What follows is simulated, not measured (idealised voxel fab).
process module | voxel local oxidation
cross-section cut | 240 nm wide | cells 5 nm
A cross-section is a grid of square cells, given in bands from the top down. A band is one or more rows of cells.
Each band's line starts with the height of the band's top and of its bottom, in nm. Then come its materials from left to right, each with its width in nm. One material with "throughout" fills the band from edge to edge. "air" is empty space.
Height 0 is the level under which the wafer as received is all one material. The lowest band goes on downwards, as in "0 down".
A width such as "30 to 40" changes by the same amount from each row of cells to the next, from the band's top row to its bottom row.
"no change" after a step means that no cell of the cross-section changed.
closed voids: empty space of 8 cells or more with no open way to the top, each as width x height at its distance from the left edge, in nm
after a step's settings: what the simulator itself notes on the step
overlay nm, on a step with a mask: how far to the right of its planned place the mask lay; to the left if negative
plan
1 op RECEIVE | material Si
2 op OXIDIZE | depth nm 5
3 op CONFORMAL_DEP | material SiN | thk nm 10
4 op DIRECTIONAL_DEP | material aC | thk nm 15
5 op PATTERN | tone cover | mask id ACTIVE | material resist | width nm 100 | thk nm 35 | overlay nm 0
6 op DIRECTIONAL_ETCH | etch materials aC | depth nm 15
7 op STRIP | etch materials resist
8 op DIRECTIONAL_ETCH | etch materials SiN | depth nm 10
9 op STRIP | etch materials aC
10 op SELECTIVE_ETCH | etch materials SiO2 | depth nm 5
11 op OXIDIZE | depth nm 15
12 op STRIP | etch materials SiN
as received, after step 1
  0 down: Si throughout
  closed voids: none
first wafer at the end, as planned
  0 to -5: air 75 | SiO2 90 | air 75
  -5 to -20: SiO2 90 | Si 60 | SiO2 90
  -20 down: Si throughout
  closed voids: none
second wafer at the end: like start, like plan, one mistake
  0 to -5: air 80 | SiO2 85 | air 75
  -5 to -20: SiO2 95 | Si 55 | SiO2 90
  -20 down: Si throughout
  closed voids: none
what went wrong: step 5 ran as: op PATTERN | tone cover | mask id ACTIVE | material resist | width nm 95 | thk nm 35 | overlay nm 0
at the end the second wafer has, in cells: 3 fewer of Si | 2 more of SiO2
